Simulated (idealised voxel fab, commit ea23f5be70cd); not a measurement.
This is a process module. Its name is voxel gate over fins.
Shown is cross-section cut, with a width of 140 nm and square cells of size 5 nm.
How to read a cross-section here: the picture is a grid of square cells, written as bands going from the top down, and any band can span one or more rows of cells.
The band entry comprises the height of the band's top followed by the height of its bottom, expressed in nm, and subsequently the band's materials from left to right, each stated together with its width in nm. Where a single material is marked with the word "edge to edge", that material fills the band from edge to edge. The word "empty" represents empty space.
A quick word on heights: they are counted from 0, and under that level the wafer as it came to us is one material throughout. The lowest band is different from the rest in having no bottom; it simply continues downward, written as in "0 and below".
Quick explanation for "30 to 40": the width changes in equal steps down the rows of cells, from the first number in the band's top row to the second number in its bottom row.
Basically "nothing changed" means that step didn't change any cell in the cross-section.
Each empty space that has no open way to the top and spans at least 8 cells appears under "Enclosed internal cavities" as width x height at distance, the distance counted from the left edge, all in nm.
It should be noted that, on the line of a given step, the content following the step's settings is a remark produced by the simulator itself with respect to that step.
You can add "overlay nm" to a step's line. For a step with a mask, it describes how far the mask lay to the right of its planned position, and a negative number describes a lay to the left.
SO HERE'S THE LINEUP OF PROCESS STEPS WE PLANNED
1,RECEIVE (material Si)
2,CONFORMAL_DEP (material SiN; thk nm 10)
3,DIRECTIONAL_DEP (material aC; thk nm 10)
4,PATTERN (tone cover; mask id FINS; material resist; width nm 15; pitch nm 55; thk nm 25; overlay nm 0)
5,DIRECTIONAL_ETCH (etch materials aC; depth nm 10)
6,STRIP (etch materials resist)
7,DIRECTIONAL_ETCH (etch materials SiN; depth nm 10)
8,DIRECTIONAL_ETCH (etch materials Si; depth nm 35)
9,STRIP (etch materials aC)
10,OXIDIZE (depth nm 5)
11,FILL_DEP (material SiO2; thk nm 10)
12,CMP (height nm 10)
13,DIRECTIONAL_DEP (material aC; thk nm 15)
14,PATTERN (tone open; mask id RAIL; material resist; width nm 15; thk nm 30; overlay nm 0)
15,DIRECTIONAL_ETCH (etch materials aC; depth nm 15)
16,STRIP (etch materials resist)
17,DIRECTIONAL_ETCH (etch materials SiO2; depth nm 40)
18,STRIP (etch materials aC)
19,CONFORMAL_DEP (material TiN; thk nm 5)
20,FILL_DEP (material Ru; thk nm 10)
21,CMP (height nm 10)
22,SELECTIVE_ETCH (etch materials W Ru TiN; depth nm 25)
23,FILL_DEP (material SiO2; thk nm 5)
24,CMP (height nm 10)
25,SELECTIVE_ETCH (etch materials SiO2; depth nm 20)
26,STRIP (etch materials SiN)
27,CONFORMAL_DEP (material HfO2; thk nm 5)
28,CONFORMAL_DEP (material TiN; thk nm 5)
29,CONFORMAL_DEP (material TiAl; thk nm 5)
30,CONFORMAL_DEP (material TiN; thk nm 5)
31,FILL_DEP (material W; thk nm 15)
32,CMP (height nm 30)
33,CONFORMAL_DEP (material SiCN; thk nm 10)
ON THE FIRST OF THE TWO WAFERS: RUN CONDUCTED ACCORDING TO PLAN
WAFER CROSS-SECTION ON RECEIPT, I.E. AFTER STEP 1
> 0 and below: Si edge to edge
> Enclosed internal cavities: none
CROSS-SECTION: WAFER STATE AFTER STEP 2
> 10 down to 0: SiN edge to edge
> Everything under 0 stays put, no change at all.
CROSS-SECTION: WAFER STATE AFTER STEP 3
> 20 down to 10: aC edge to edge
> Everything under 10 stays put, no change at all.
CROSS-SECTION: WAFER STATE AFTER STEP 4
> 45 down to 20: empty: 35; resist: 15; empty: 40; resist: 15; empty: 35
> Everything under 20 stays put, no change at all.
CROSS-SECTION: WAFER STATE AFTER STEP 5
> 35 down to 20: empty: 35; resist: 15; empty: 40; resist: 15; empty: 35
> 20 down to 10: empty: 35; aC: 15; empty: 40; aC: 15; empty: 35
> Everything under 10 stays put, no change at all.
CROSS-SECTION: WAFER STATE AFTER STEP 6
> 20 down to 10: empty: 35; aC: 15; empty: 40; aC: 15; empty: 35
> Everything under 10 stays put, no change at all.
CROSS-SECTION: WAFER STATE AFTER STEP 7
> 20 down to 10: empty: 35; aC: 15; empty: 40; aC: 15; empty: 35
> 10 down to 0: empty: 35; SiN: 15; empty: 40; SiN: 15; empty: 35
> Everything under 0 stays put, no change at all.
CROSS-SECTION: WAFER STATE AFTER STEP 8
> 20 down to 10: empty: 35; aC: 15; empty: 40; aC: 15; empty: 35
> 10 down to 0: empty: 35; SiN: 15; empty: 40; SiN: 15; empty: 35
> 0 down to -35: empty: 35; Si: 15; empty: 40; Si: 15; empty: 35
> Everything under -35 stays put, no change at all.
CROSS-SECTION: WAFER STATE AFTER STEP 9
> 10 down to 0: empty: 35; SiN: 15; empty: 40; SiN: 15; empty: 35
> Everything under 0 stays put, no change at all.
CROSS-SECTION: WAFER STATE AFTER STEP 10
> 10 down to 0: empty: 35; SiN: 15; empty: 40; SiN: 15; empty: 35
> 0 down to -35: empty: 35; SiO2: 5; Si: 5; SiO2: 5; empty: 40; SiO2: 5; Si: 5; SiO2: 5; empty: 35
> -35 down to -40: SiO2: 40; Si: 5; SiO2: 50; Si: 5; SiO2: 40
> Everything under -40 stays put, no change at all.
CROSS-SECTION: WAFER STATE AFTER STEP 11
> 20 down to 10: SiO2 edge to edge
> 10 down to 0: SiO2: 35; SiN: 15; SiO2: 40; SiN: 15; SiO2: 35
> 0 down to -40: SiO2: 40; Si: 5; SiO2: 50; Si: 5; SiO2: 40
> Everything under -40 stays put, no change at all.
CROSS-SECTION: WAFER STATE AFTER STEP 12
> 10 down to 0: SiO2: 35; SiN: 15; SiO2: 40; SiN: 15; SiO2: 35
> Everything under 0 stays put, no change at all.
CROSS-SECTION: WAFER STATE AFTER STEP 13
> 25 down to 10: aC edge to edge
> Everything under 10 stays put, no change at all.
CROSS-SECTION: WAFER STATE AFTER STEP 14
> 55 down to 25: resist: 60; empty: 15; resist: 65
> Everything under 25 stays put, no change at all.
CROSS-SECTION: WAFER STATE AFTER STEP 15
> 40 down to 25: resist: 60; empty: 15; resist: 65
> 25 down to 10: aC: 60; empty: 15; aC: 65
> Everything under 10 stays put, no change at all.
CROSS-SECTION: WAFER STATE AFTER STEP 16
> 25 down to 10: aC: 60; empty: 15; aC: 65
> Everything under 10 stays put, no change at all.
CROSS-SECTION: WAFER STATE AFTER STEP 17
> 25 down to 10: aC: 60; empty: 15; aC: 65
> 10 down to 0: SiO2: 35; SiN: 15; SiO2: 10; empty: 15; SiO2: 15; SiN: 15; SiO2: 35
> 0 down to -30: SiO2: 40; Si: 5; SiO2: 15; empty: 15; SiO2: 20; Si: 5; SiO2: 40
> Everything under -30 stays put, no change at all.
CROSS-SECTION: WAFER STATE AFTER STEP 18
> 10 down to 0: SiO2: 35; SiN: 15; SiO2: 10; empty: 15; SiO2: 15; SiN: 15; SiO2: 35
> Everything under 0 stays put, no change at all.
CROSS-SECTION: WAFER STATE AFTER STEP 19
> 15 down to 10: TiN: 65; empty: 5; TiN: 70
> 10 down to 0: SiO2: 35; SiN: 15; SiO2: 10; TiN: 5; empty: 5; TiN: 5; SiO2: 15; SiN: 15; SiO2: 35
> 0 down to -25: SiO2: 40; Si: 5; SiO2: 15; TiN: 5; empty: 5; TiN: 5; SiO2: 20; Si: 5; SiO2: 40
> -25 down to -30: SiO2: 40; Si: 5; SiO2: 15; TiN: 15; SiO2: 20; Si: 5; SiO2: 40
> Everything under -30 stays put, no change at all.
CROSS-SECTION: WAFER STATE AFTER STEP 20
> 25 down to 15: Ru edge to edge
> 15 down to 10: TiN: 65; Ru: 5; TiN: 70
> 10 down to 0: SiO2: 35; SiN: 15; SiO2: 10; TiN: 5; Ru: 5; TiN: 5; SiO2: 15; SiN: 15; SiO2: 35
> 0 down to -25: SiO2: 40; Si: 5; SiO2: 15; TiN: 5; Ru: 5; TiN: 5; SiO2: 20; Si: 5; SiO2: 40
> Everything under -25 stays put, no change at all.
CROSS-SECTION: WAFER STATE AFTER STEP 21
> 10 down to 0: SiO2: 35; SiN: 15; SiO2: 10; TiN: 5; Ru: 5; TiN: 5; SiO2: 15; SiN: 15; SiO2: 35
> Everything under 0 stays put, no change at all.
CROSS-SECTION: WAFER STATE AFTER STEP 22
> 10 down to 0: SiO2: 35; SiN: 15; SiO2: 10; empty: 15; SiO2: 15; SiN: 15; SiO2: 35
> 0 down to -15: SiO2: 40; Si: 5; SiO2: 15; empty: 15; SiO2: 20; Si: 5; SiO2: 40
> Everything under -15 stays put, no change at all.
CROSS-SECTION: WAFER STATE AFTER STEP 23
> 15 down to 10: SiO2 edge to edge
> 10 down to 0: SiO2: 35; SiN: 15; SiO2: 40; SiN: 15; SiO2: 35
> 0 down to -15: SiO2: 40; Si: 5; SiO2: 50; Si: 5; SiO2: 40
> Everything under -15 stays put, no change at all.
CROSS-SECTION: WAFER STATE AFTER STEP 24
> 10 down to 0: SiO2: 35; SiN: 15; SiO2: 40; SiN: 15; SiO2: 35
> Everything under 0 stays put, no change at all.
CROSS-SECTION: WAFER STATE AFTER STEP 25
> 10 down to 0: empty: 35; SiN: 15; empty: 40; SiN: 15; empty: 35
> 0 down to -10: empty: 40; Si: 5; empty: 50; Si: 5; empty: 40
> Everything under -10 stays put, no change at all.
CROSS-SECTION: WAFER STATE AFTER STEP 26
> 0 down to -10: empty: 40; Si: 5; empty: 50; Si: 5; empty: 40
> Everything under -10 stays put, no change at all.
CROSS-SECTION: WAFER STATE AFTER STEP 27
> 5 down to 0: empty: 35; HfO2: 15; empty: 40; HfO2: 15; empty: 35
> 0 down to -5: empty: 35; HfO2: 5; Si: 5; HfO2: 5; empty: 40; HfO2: 5; Si: 5; HfO2: 5; empty: 35
> -5 down to -10: HfO2: 40; Si: 5; HfO2: 50; Si: 5; HfO2: 40
> Everything under -10 stays put, no change at all.
CROSS-SECTION: WAFER STATE AFTER STEP 28
> 10 down to 5: empty: 30; TiN: 25; empty: 30; TiN: 25; empty: 30
> 5 down to 0: empty: 30; TiN: 5; HfO2: 15; TiN: 5; empty: 30; TiN: 5; HfO2: 15; TiN: 5; empty: 30
> 0 down to -5: TiN: 35; HfO2: 5; Si: 5; HfO2: 5; TiN: 40; HfO2: 5; Si: 5; HfO2: 5; TiN: 35
> Everything under -5 stays put, no change at all.
CROSS-SECTION: WAFER STATE AFTER STEP 29
> 15 down to 10: empty: 25; TiAl: 35; empty: 20; TiAl: 35; empty: 25
> 10 down to 5: empty: 25; TiAl: 5; TiN: 25; TiAl: 5; empty: 20; TiAl: 5; TiN: 25; TiAl: 5; empty: 25
> 5 down to 0: TiAl: 30; TiN: 5; HfO2: 15; TiN: 5; TiAl: 30; TiN: 5; HfO2: 15; TiN: 5; TiAl: 30
> Everything under 0 stays put, no change at all.
CROSS-SECTION: WAFER STATE AFTER STEP 30
> 20 down to 15: empty: 20; TiN: 45; empty: 10; TiN: 45; empty: 20
> 15 down to 10: empty: 20; TiN: 5; TiAl: 35; TiN: 5; empty: 10; TiN: 5; TiAl: 35; TiN: 5; empty: 20
> 10 down to 5: TiN: 25; TiAl: 5; TiN: 25; TiAl: 5; TiN: 20; TiAl: 5; TiN: 25; TiAl: 5; TiN: 25
> Everything under 5 stays put, no change at all.
CROSS-SECTION: WAFER STATE AFTER STEP 31
> 35 down to 20: W edge to edge
> 20 down to 15: W: 20; TiN: 45; W: 10; TiN: 45; W: 20
> 15 down to 10: W: 20; TiN: 5; TiAl: 35; TiN: 5; W: 10; TiN: 5; TiAl: 35; TiN: 5; W: 20
> Everything under 10 stays put, no change at all.
CROSS-SECTION: WAFER STATE AFTER STEP 32
> 30 down to 20: W edge to edge
> Everything under 20 stays put, no change at all.
CROSS-SECTION: WAFER STATE AFTER STEP 33
> 40 down to 30: SiCN edge to edge
> Everything under 30 stays put, no change at all.
SECOND WAFER - SHARED START AND PLAN WITH THE FIRST - ONE ERROR IN RUNNING - SAME AS THE FIRST UP TO STEP 3 INCLUSIVE
CROSS-SECTION: SECOND WAFER, TIME AT WHICH STEP 4 WAS SCHEDULED TO END
> 45 down to 20: empty: 25; resist: 15; empty: 40; resist: 15; empty: 45
> Everything under 20 stays put, no change at all.
CROSS-SECTION: SECOND WAFER, TIME AT WHICH STEP 5 WAS SCHEDULED TO END
> 35 down to 20: empty: 25; resist: 15; empty: 40; resist: 15; empty: 45
> 20 down to 10: empty: 25; aC: 15; empty: 40; aC: 15; empty: 45
> Everything under 10 stays put, no change at all.
CROSS-SECTION: SECOND WAFER, TIME AT WHICH STEP 6 WAS SCHEDULED TO END
> 20 down to 10: empty: 25; aC: 15; empty: 40; aC: 15; empty: 45
> Everything under 10 stays put, no change at all.
CROSS-SECTION: SECOND WAFER, TIME AT WHICH STEP 7 WAS SCHEDULED TO END
> 20 down to 10: empty: 25; aC: 15; empty: 40; aC: 15; empty: 45
> 10 down to 0: empty: 25; SiN: 15; empty: 40; SiN: 15; empty: 45
> Everything under 0 stays put, no change at all.
CROSS-SECTION: SECOND WAFER, TIME AT WHICH STEP 8 WAS SCHEDULED TO END
> 20 down to 10: empty: 25; aC: 15; empty: 40; aC: 15; empty: 45
> 10 down to 0: empty: 25; SiN: 15; empty: 40; SiN: 15; empty: 45
> 0 down to -35: empty: 25; Si: 15; empty: 40; Si: 15; empty: 45
> Everything under -35 stays put, no change at all.
CROSS-SECTION: SECOND WAFER, TIME AT WHICH STEP 9 WAS SCHEDULED TO END
> 10 down to 0: empty: 25; SiN: 15; empty: 40; SiN: 15; empty: 45
> Everything under 0 stays put, no change at all.
CROSS-SECTION: SECOND WAFER, TIME AT WHICH STEP 10 WAS SCHEDULED TO END
> 10 down to 0: empty: 25; SiN: 15; empty: 40; SiN: 15; empty: 45
> 0 down to -35: empty: 25; SiO2: 5; Si: 5; SiO2: 5; empty: 40; SiO2: 5; Si: 5; SiO2: 5; empty: 45
> -35 down to -40: SiO2: 30; Si: 5; SiO2: 50; Si: 5; SiO2: 50
> Everything under -40 stays put, no change at all.
CROSS-SECTION: SECOND WAFER, TIME AT WHICH STEP 11 WAS SCHEDULED TO END
> 20 down to 10: SiO2 edge to edge
> 10 down to 0: SiO2: 25; SiN: 15; SiO2: 40; SiN: 15; SiO2: 45
> 0 down to -40: SiO2: 30; Si: 5; SiO2: 50; Si: 5; SiO2: 50
> Everything under -40 stays put, no change at all.
CROSS-SECTION: SECOND WAFER, TIME AT WHICH STEP 12 WAS SCHEDULED TO END
> 10 down to 0: SiO2: 25; SiN: 15; SiO2: 40; SiN: 15; SiO2: 45
> Everything under 0 stays put, no change at all.
CROSS-SECTION: SECOND WAFER, TIME AT WHICH STEP 13 WAS SCHEDULED TO END
> 25 down to 10: aC edge to edge
> Everything under 10 stays put, no change at all.
CROSS-SECTION: SECOND WAFER, TIME AT WHICH STEP 14 WAS SCHEDULED TO END
> 55 down to 25: resist: 60; empty: 15; resist: 65
> Everything under 25 stays put, no change at all.
CROSS-SECTION: SECOND WAFER, TIME AT WHICH STEP 15 WAS SCHEDULED TO END
> 40 down to 25: resist: 60; empty: 15; resist: 65
> 25 down to 10: aC: 60; empty: 15; aC: 65
> Everything under 10 stays put, no change at all.
CROSS-SECTION: SECOND WAFER, TIME AT WHICH STEP 16 WAS SCHEDULED TO END
> 25 down to 10: aC: 60; empty: 15; aC: 65
> Everything under 10 stays put, no change at all.
CROSS-SECTION: SECOND WAFER, TIME AT WHICH STEP 17 WAS SCHEDULED TO END
> 25 down to 10: aC: 60; empty: 15; aC: 65
> 10 down to 0: SiO2: 25; SiN: 15; SiO2: 20; empty: 15; SiO2: 5; SiN: 15; SiO2: 45
> 0 down to -30: SiO2: 30; Si: 5; SiO2: 25; empty: 15; SiO2: 10; Si: 5; SiO2: 50
> Everything under -30 stays put, no change at all.
CROSS-SECTION: SECOND WAFER, TIME AT WHICH STEP 18 WAS SCHEDULED TO END
> 10 down to 0: SiO2: 25; SiN: 15; SiO2: 20; empty: 15; SiO2: 5; SiN: 15; SiO2: 45
> Everything under 0 stays put, no change at all.
CROSS-SECTION: SECOND WAFER, TIME AT WHICH STEP 19 WAS SCHEDULED TO END
> 15 down to 10: TiN: 65; empty: 5; TiN: 70
> 10 down to 0: SiO2: 25; SiN: 15; SiO2: 20; TiN: 5; empty: 5; TiN: 5; SiO2: 5; SiN: 15; SiO2: 45
> 0 down to -25: SiO2: 30; Si: 5; SiO2: 25; TiN: 5; empty: 5; TiN: 5; SiO2: 10; Si: 5; SiO2: 50
> -25 down to -30: SiO2: 30; Si: 5; SiO2: 25; TiN: 15; SiO2: 10; Si: 5; SiO2: 50
> Everything under -30 stays put, no change at all.
CROSS-SECTION: SECOND WAFER, TIME AT WHICH STEP 20 WAS SCHEDULED TO END
> 25 down to 15: Ru edge to edge
> 15 down to 10: TiN: 65; Ru: 5; TiN: 70
> 10 down to 0: SiO2: 25; SiN: 15; SiO2: 20; TiN: 5; Ru: 5; TiN: 5; SiO2: 5; SiN: 15; SiO2: 45
> 0 down to -25: SiO2: 30; Si: 5; SiO2: 25; TiN: 5; Ru: 5; TiN: 5; SiO2: 10; Si: 5; SiO2: 50
> Everything under -25 stays put, no change at all.
CROSS-SECTION: SECOND WAFER, TIME AT WHICH STEP 21 WAS SCHEDULED TO END
> 10 down to 0: SiO2: 25; SiN: 15; SiO2: 20; TiN: 5; Ru: 5; TiN: 5; SiO2: 5; SiN: 15; SiO2: 45
> Everything under 0 stays put, no change at all.
CROSS-SECTION: SECOND WAFER, TIME AT WHICH STEP 22 WAS SCHEDULED TO END
> 10 down to 0: SiO2: 25; SiN: 15; SiO2: 20; empty: 15; SiO2: 5; SiN: 15; SiO2: 45
> 0 down to -15: SiO2: 30; Si: 5; SiO2: 25; empty: 15; SiO2: 10; Si: 5; SiO2: 50
> Everything under -15 stays put, no change at all.
CROSS-SECTION: SECOND WAFER, TIME AT WHICH STEP 23 WAS SCHEDULED TO END
> 15 down to 10: SiO2 edge to edge
> 10 down to 0: SiO2: 25; SiN: 15; SiO2: 40; SiN: 15; SiO2: 45
> 0 down to -15: SiO2: 30; Si: 5; SiO2: 50; Si: 5; SiO2: 50
> Everything under -15 stays put, no change at all.
CROSS-SECTION: SECOND WAFER, TIME AT WHICH STEP 24 WAS SCHEDULED TO END
> 10 down to 0: SiO2: 25; SiN: 15; SiO2: 40; SiN: 15; SiO2: 45
> Everything under 0 stays put, no change at all.
CROSS-SECTION: SECOND WAFER, TIME AT WHICH STEP 25 WAS SCHEDULED TO END
> 10 down to 0: empty: 25; SiN: 15; empty: 40; SiN: 15; empty: 45
> 0 down to -10: empty: 30; Si: 5; empty: 50; Si: 5; empty: 50
> Everything under -10 stays put, no change at all.
CROSS-SECTION: SECOND WAFER, TIME AT WHICH STEP 26 WAS SCHEDULED TO END
> 0 down to -10: empty: 30; Si: 5; empty: 50; Si: 5; empty: 50
> Everything under -10 stays put, no change at all.
CROSS-SECTION: SECOND WAFER, TIME AT WHICH STEP 27 WAS SCHEDULED TO END
> 5 down to 0: empty: 25; HfO2: 15; empty: 40; HfO2: 15; empty: 45
> 0 down to -5: empty: 25; HfO2: 5; Si: 5; HfO2: 5; empty: 40; HfO2: 5; Si: 5; HfO2: 5; empty: 45
> -5 down to -10: HfO2: 30; Si: 5; HfO2: 50; Si: 5; HfO2: 50
> Everything under -10 stays put, no change at all.
CROSS-SECTION: SECOND WAFER, TIME AT WHICH STEP 28 WAS SCHEDULED TO END
> 10 down to 5: empty: 20; TiN: 25; empty: 30; TiN: 25; empty: 40
> 5 down to 0: empty: 20; TiN: 5; HfO2: 15; TiN: 5; empty: 30; TiN: 5; HfO2: 15; TiN: 5; empty: 40
> 0 down to -5: TiN: 25; HfO2: 5; Si: 5; HfO2: 5; TiN: 40; HfO2: 5; Si: 5; HfO2: 5; TiN: 45
> Everything under -5 stays put, no change at all.
CROSS-SECTION: SECOND WAFER, TIME AT WHICH STEP 29 WAS SCHEDULED TO END
> 15 down to 10: empty: 15; TiAl: 35; empty: 20; TiAl: 35; empty: 35
> 10 down to 5: empty: 15; TiAl: 5; TiN: 25; TiAl: 5; empty: 20; TiAl: 5; TiN: 25; TiAl: 5; empty: 35
> 5 down to 0: TiAl: 20; TiN: 5; HfO2: 15; TiN: 5; TiAl: 30; TiN: 5; HfO2: 15; TiN: 5; TiAl: 40
> Everything under 0 stays put, no change at all.
CROSS-SECTION: SECOND WAFER, TIME AT WHICH STEP 30 WAS SCHEDULED TO END
> 20 down to 15: empty: 10; TiN: 45; empty: 10; TiN: 45; empty: 30
> 15 down to 10: empty: 10; TiN: 5; TiAl: 35; TiN: 5; empty: 10; TiN: 5; TiAl: 35; TiN: 5; empty: 30
> 10 down to 5: TiN: 15; TiAl: 5; TiN: 25; TiAl: 5; TiN: 20; TiAl: 5; TiN: 25; TiAl: 5; TiN: 35
> Everything under 5 stays put, no change at all.
CROSS-SECTION: SECOND WAFER, TIME AT WHICH STEP 31 WAS SCHEDULED TO END
> 35 down to 20: W edge to edge
> 20 down to 15: W: 10; TiN: 45; W: 10; TiN: 45; W: 30
> 15 down to 10: W: 10; TiN: 5; TiAl: 35; TiN: 5; W: 10; TiN: 5; TiAl: 35; TiN: 5; W: 30
> Everything under 10 stays put, no change at all.
CROSS-SECTION: SECOND WAFER, TIME AT WHICH STEP 32 WAS SCHEDULED TO END
> 30 down to 20: W edge to edge
> Everything under 20 stays put, no change at all.
CROSS-SECTION: SECOND WAFER, TIME AT WHICH STEP 33 WAS SCHEDULED TO END
> 40 down to 30: SiCN edge to edge
> Everything under 30 stays put, no change at all.
Where did the run depart from the plan? step 4, actual vs plan mismatch, actual run PATTERN (tone cover; mask id FINS; material resist; width nm 15; pitch nm 55; thk nm 25; overlay nm -10)
Cell counts per material: same on both final wafers. Positions: different.
